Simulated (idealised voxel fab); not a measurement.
Name of the process module below: voxel self aligned vias
Displayed cross-section: cut, width of 290 nm, square cells sized 5 nm.
Square cells in a grid make up a cross-section in this document, and the grid is given as bands, listed from the top down, each one or more rows of cells.
A band entry consists of two parts. The first gives the height of the band's top and the height of its bottom, in nm. The rest lists the band's materials from left to right, each with its width in nm. A single material labelled with the word "throughout" fills the band from edge to edge, and the word "air" marks empty space.
The reference from which all heights are counted is 0, the level beneath which the as-received wafer is entirely one material; the lowest band, having no lower bound, proceeds downward and is written after the example "0 -> down".
Top row gets the first number, bottom row gets the second, and each row in between changes by the same step: that is how a band width like "30->40" works.
"no alteration" -> step changed no cross-section cell.
This entry, "Trapped voids", enumerates those empty regions of no fewer than 8 cells that possess no open connection to the top. Each region is reported in the form width x height at distance, the distance being taken from the left edge, with all three quantities expressed in nm.
Post-settings text on a step line: simulator's own remark regarding the step.
The setting "overlay nm" may be written on the line of a step. When the step uses a mask, the value reports how far to the right of the planned place the mask lay, and a negative value reports that it lay to the left.

## Process steps - plan
1) RECEIVE (material Si)
2) CONFORMAL_DEP (material SiO2; thk nm 15)
3) CONFORMAL_DEP (material SiCN; thk nm 5)
4) DIRECTIONAL_DEP (material SiO2; thk nm 20)
5) PATTERN (tone open; mask id LINES; material resist; width nm 25; pitch nm 55; thk nm 15; overlay nm 0)
6) DIRECTIONAL_ETCH (etch materials SiO2; depth nm 20)
7) STRIP (etch materials resist)
8) CONFORMAL_DEP (material TiN; thk nm 5)
9) FILL_DEP (material Ru; thk nm 5)
10) CMP (height nm 40)
11) SELECTIVE_ETCH (etch materials W Ru TiN; depth nm 10)
12) FILL_DEP (material SiN; thk nm 10)
13) CMP (height nm 40)
14) DIRECTIONAL_DEP (material SiO2; thk nm 15)
15) DIRECTIONAL_DEP (material aC; thk nm 15)
16) PATTERN (tone open; mask id VIAS; material resist; width nm 35; pitch nm 55; thk nm 35; overlay nm -15)
17) DIRECTIONAL_ETCH (etch materials aC; depth nm 15)
18) STRIP (etch materials resist)
19) DIRECTIONAL_ETCH (etch materials SiO2; depth nm 15)
20) DIRECTIONAL_ETCH (etch materials SiN; depth nm 10)
21) STRIP (etch materials aC)
22) CONFORMAL_DEP (material TiN; thk nm 5)
23) FILL_DEP (material Ru; thk nm 5)
24) CMP (height nm 55)
25) CONFORMAL_DEP (material SiCN; thk nm 5)
What sets these wafers apart? The overlay nm at step 16. They all start alike, and the plan carries the first wafer's value.

## Cut through the first of several wafers as received, post step 1
- 0 -> down  Si throughout
- Trapped voids: none

## Below, a row for every wafer. Read it as the end-of-module picture: for each material the wafer shows its cells gained (+) or lost (-) since it was received, and then its closed voids
overlay nm -15; +30 Ru; +116 SiCN; +8 SiN; +498 SiO2; +44 TiN; Trapped voids: none
overlay nm -10; +34 Ru; +116 SiCN; +4 SiN; +498 SiO2; +44 TiN; Trapped voids: none
overlay nm -5; +38 Ru; +116 SiCN; +498 SiO2; +44 TiN; Trapped voids: none
overlay nm 0; +38 Ru; +116 SiCN; +498 SiO2; +44 TiN; Trapped voids: none
overlay nm 5; +38 Ru; +116 SiCN; +498 SiO2; +44 TiN; Trapped voids: none
overlay nm 10; +34 Ru; +116 SiCN; +4 SiN; +498 SiO2; +44 TiN; Trapped voids: none
overlay nm 15; +30 Ru; +116 SiCN; +8 SiN; +498 SiO2; +44 TiN; Trapped voids: none
